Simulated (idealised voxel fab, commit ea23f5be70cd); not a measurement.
The name of this process module is voxel released beams.
The cross-section on display is named cut; it measures 250 nm wide, and its cells are 5 nm squares.
A cross-section is written here as square cells arranged in a grid, and it is given in bands from the top down, each band taking up one or more rows of cells. In this notation a band is specified by the heights of its top and bottom, in that order and in nm, after which its materials appear from left to right, each paired with its width in nm. The word "throughout" attached to a single material means that material fills the band from edge to edge; the word "blank" stands for empty space. Zero point of the height axis is 0; under it, received wafer = one material. Lowest band: continues down indefinitely, "0 -> down". With a width like "30->40", each row of cells in the band differs from the next by the same amount, the top row carrying the first number and the bottom row the second. "stayed the same", as given for a step, is the statement that not any cell of the cross-section underwent a change during that step. "Fully sealed voids" contains a list of empty spaces, each no smaller than 8 cells and without an open way to the top, written in the form width x height at distance with the distance from the left edge and all three in nm. On a step's line, text after the settings is the simulator commenting on that step. overlay nm: on a step with a mask, how far right of its planned place the mask lay; negative means left.

### Intended process steps
- 1: RECEIVE, material Si
- 2: CONFORMAL_DEP, material Al2O3, thk nm 10
- 3: DIRECTIONAL_DEP, material SiO2, thk nm 15
- 4: DIRECTIONAL_DEP, material aC, thk nm 15
- 5: PATTERN, tone open, mask id ANCHOR, material resist, width nm 35, thk nm 35, overlay nm 0
- 6: DIRECTIONAL_ETCH, etch materials aC, depth nm 15
- 7: STRIP, etch materials resist
- 8: DIRECTIONAL_ETCH, etch materials SiO2, depth nm 15
- 9: STRIP, etch materials aC
- 10: CONFORMAL_DEP, material W, thk nm 10
- 11: DIRECTIONAL_DEP, material aC, thk nm 10
- 12: PATTERN, tone cover, mask id BEAM, material resist, width nm 85, thk nm 25, overlay nm 0
- 13: DIRECTIONAL_ETCH, etch materials aC, depth nm 10
- 14: STRIP, etch materials resist
- 15: DIRECTIONAL_ETCH, etch materials W, depth nm 10
- 16: STRIP, etch materials aC
- 17: STRIP, etch materials SiO2
Heads up: all these wafers start the same, and what changes between them is the width nm in step 12. The value you see in the plan is just what the first wafer got.

### Cross-section of the first of several received wafers, showing its state after step 1
    0 -> down  Si throughout
    Fully sealed voids: none

### Note: the following table is arranged by wafer, a row apiece. Each row reports the end-of-module state: per material, cells gained (+) or cells lost (-) compared with the wafer as received; closed voids follow
width nm 85; +100 Al2O3; +46 W; Fully sealed voids: none
width nm 90; +100 Al2O3; +48 W; Fully sealed voids: none
width nm 95; +100 Al2O3; +50 W; Fully sealed voids: none
width nm 100; +100 Al2O3; +52 W; Fully sealed voids: none
width nm 105; +100 Al2O3; +54 W; Fully sealed voids: none
width nm 110; +100 Al2O3; +56 W; Fully sealed voids: none
